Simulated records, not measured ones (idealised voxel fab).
process module | voxel air gaps
cross-section cut | 235 nm wide | cells 5 nm
A cross-section is a grid of square cells, given in bands from the top down. A band is one or more rows of cells.
Each band's line starts with the height of the band's top and of its bottom, in nm. Then come its materials from left to right, each with its width in nm. One material with "throughout" fills the band from edge to edge. "air" is empty space.
Height 0 is the level under which the wafer as received is all one material. The lowest band goes on downwards, as in "0 down".
A width such as "30 to 40" changes by the same amount from each row of cells to the next, from the band's top row to its bottom row.
"no change" after a step means that no cell of the cross-section changed.
closed voids: empty space of 8 cells or more with no open way to the top, each as width x height at its distance from the left edge, in nm
after a step's settings: what the simulator itself notes on the step
overlay nm, on a step with a mask: how far to the right of its planned place the mask lay; to the left if negative
plan
1 op RECEIVE | material Si
2 op CONFORMAL_DEP | material SiO2 | thk nm 15
3 op CONFORMAL_DEP | material SiCN | thk nm 5
4 op DIRECTIONAL_DEP | material SiO2 | thk nm 35
5 op MASKED_ETCH | tone open | mask id LINES | width nm 25 | pitch nm 50 | etch materials SiO2 | depth nm 35 | overlay nm 0
6 op CONFORMAL_DEP | material TiN | thk nm 5
7 op FILL_DEP | material W | thk nm 10
8 op CMP | height nm 55
9 op EPI | material Ru | thk nm 10
10 op SELECTIVE_ETCH | etch materials SiO2 | depth nm 45
11 op CONFORMAL_DEP | material SiCN | thk nm 5
as received, after step 1
  0 down: Si throughout
  closed voids: none
a wafer at the end: this start, this plan, one mistake
  85 to 80: SiCN throughout
  80 to 70: Ru throughout
  70 to 60: W throughout
  60 to 55: TiN 60 | W 15 | TiN 35 | W 15 | TiN 35 | W 15 | TiN 60
  55 to 25: SiO2 55 | TiN 5 | W 15 | TiN 5 | SiO2 25 | TiN 5 | W 15 | TiN 5 | SiO2 25 | TiN 5 | W 15 | TiN 5 | SiO2 55
  25 to 20: SiO2 55 | TiN 25 | SiO2 25 | TiN 25 | SiO2 25 | TiN 25 | SiO2 55
  20 to 15: SiCN throughout
  15 to 0: SiO2 throughout
  0 down: Si throughout
  closed voids: none
what went wrong: step 8 was left out
